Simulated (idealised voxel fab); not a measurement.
process module | voxel gate over fins
cross-section cut | 230 nm wide | cells 5 nm
A cross-section is a grid of square cells, given in bands from the top down. A band is one or more rows of cells.
Each band's line starts with the height of the band's top and of its bottom, in nm. Then come its materials from left to right, each with its width in nm. One material with "throughout" fills the band from edge to edge. "air" is empty space.
Height 0 is the level under which the wafer as received is all one material. The lowest band goes on downwards, as in "0 down".
A width such as "30 to 40" changes by the same amount from each row of cells to the next, from the band's top row to its bottom row.
"no change" after a step means that no cell of the cross-section changed.
closed voids: empty space of 8 cells or more with no open way to the top, each as width x height at its distance from the left edge, in nm
after a step's settings: what the simulator itself notes on the step
overlay nm, on a step with a mask: how far to the right of its planned place the mask lay; to the left if negative
plan
1 op RECEIVE | material Si
2 op CONFORMAL_DEP | material SiN | thk nm 10
3 op PATTERN | tone cover | mask id FINS | material resist | width nm 15 | pitch nm 50 | thk nm 15 | overlay nm 0
4 op DIRECTIONAL_ETCH | etch materials SiN | depth nm 10
5 op DIRECTIONAL_ETCH | etch materials Si | depth nm 35
6 op STRIP | etch materials resist
7 op OXIDIZE | depth nm 5
8 op FILL_DEP | material SiO2 | thk nm 5
9 op CMP | height nm 10
10 op DIRECTIONAL_DEP | material aC | thk nm 10
11 op PATTERN | tone open | mask id RAIL | material resist | width nm 15 | thk nm 30 | overlay nm 0
12 op DIRECTIONAL_ETCH | etch materials aC | depth nm 10
13 op STRIP | etch materials resist
14 op DIRECTIONAL_ETCH | etch materials SiO2 | depth nm 40
15 op STRIP | etch materials aC
16 op CONFORMAL_DEP | material TiN | thk nm 5
17 op FILL_DEP | material W | thk nm 10
18 op CMP | height nm 10
19 op SELECTIVE_ETCH | etch materials W Ru TiN | depth nm 25
20 op FILL_DEP | material SiO2 | thk nm 5
21 op CMP | height nm 10
22 op SELECTIVE_ETCH | etch materials SiO2 | depth nm 20
23 op STRIP | etch materials SiN
24 op CONFORMAL_DEP | material HfO2 | thk nm 5
25 op CONFORMAL_DEP | material TiN | thk nm 5
26 op CONFORMAL_DEP | material TiAl | thk nm 5
27 op CONFORMAL_DEP | material TiN | thk nm 5
28 op FILL_DEP | material W | thk nm 15
29 op CMP | height nm 30
30 op CONFORMAL_DEP | material SiCN | thk nm 5
as received, after step 1
  0 down: Si throughout
  closed voids: none
first wafer at the end, as planned
  35 to 30: SiCN throughout
  30 to 20: W throughout
  20 to 15: W 40 | TiN 45 | W 5 | TiN 45 | W 5 | TiN 45 | W 45
  15 to 10: W 40 | TiN 5 | TiAl 35 | TiN 5 | W 5 | TiN 5 | TiAl 35 | TiN 5 | W 5 | TiN 5 | TiAl 35 | TiN 5 | W 45
  10 to 5: TiN 45 | TiAl 5 | TiN 25 | TiAl 5 | TiN 15 | TiAl 5 | TiN 25 | TiAl 5 | TiN 15 | TiAl 5 | TiN 25 | TiAl 5 | TiN 50
  5 to 0: TiAl 50 | TiN 5 | HfO2 15 | TiN 5 | TiAl 25 | TiN 5 | HfO2 15 | TiN 5 | TiAl 25 | TiN 5 | HfO2 15 | TiN 5 | TiAl 55
  0 to -5: TiN 55 | HfO2 5 | Si 5 | HfO2 5 | TiN 35 | HfO2 5 | Si 5 | HfO2 5 | TiN 35 | HfO2 5 | Si 5 | HfO2 5 | TiN 60
  -5 to -10: HfO2 60 | Si 5 | HfO2 45 | Si 5 | HfO2 45 | Si 5 | HfO2 65
  -10 to -15: SiO2 60 | Si 5 | SiO2 45 | Si 5 | SiO2 45 | Si 5 | SiO2 65
  -15 to -25: SiO2 60 | Si 5 | SiO2 15 | TiN 5 | W 5 | TiN 5 | SiO2 15 | Si 5 | SiO2 45 | Si 5 | SiO2 65
  -25 to -30: SiO2 60 | Si 5 | SiO2 15 | TiN 15 | SiO2 15 | Si 5 | SiO2 45 | Si 5 | SiO2 65
  -30 to -40: SiO2 60 | Si 5 | SiO2 45 | Si 5 | SiO2 45 | Si 5 | SiO2 65
  -40 down: Si throughout
  closed voids: none
second wafer at the end: like start, like plan, one mistake
  35 to 30: SiCN throughout
  30 to 20: W throughout
  20 to 10: W 40 | TiN 45 | W 5 | TiN 45 | W 5 | TiN 45 | W 45
  10 to 5: TiN 50 | TiAl 25 | TiN 25 | TiAl 25 | TiN 25 | TiAl 25 | TiN 55
  5 to 0: TiN 50 | TiAl 5 | HfO2 15 | TiAl 5 | TiN 25 | TiAl 5 | HfO2 15 | TiAl 5 | TiN 25 | TiAl 5 | HfO2 15 | TiAl 5 | TiN 55
  0 to -5: TiAl 55 | HfO2 5 | Si 5 | HfO2 5 | TiAl 35 | HfO2 5 | Si 5 | HfO2 5 | TiAl 35 | HfO2 5 | Si 5 | HfO2 5 | TiAl 60
  -5 to -10: HfO2 60 | Si 5 | HfO2 45 | Si 5 | HfO2 45 | Si 5 | HfO2 65
  -10 to -15: SiO2 60 | Si 5 | SiO2 45 | Si 5 | SiO2 45 | Si 5 | SiO2 65
  -15 to -25: SiO2 60 | Si 5 | SiO2 15 | TiN 5 | W 5 | TiN 5 | SiO2 15 | Si 5 | SiO2 45 | Si 5 | SiO2 65
  -25 to -30: SiO2 60 | Si 5 | SiO2 15 | TiN 15 | SiO2 15 | Si 5 | SiO2 45 | Si 5 | SiO2 65
  -30 to -40: SiO2 60 | Si 5 | SiO2 45 | Si 5 | SiO2 45 | Si 5 | SiO2 65
  -40 down: Si throughout
  closed voids: none
what went wrong: steps 25 and 26 were swapped
at the end the second wafer has, in cells: as many of each material as the first, in other places
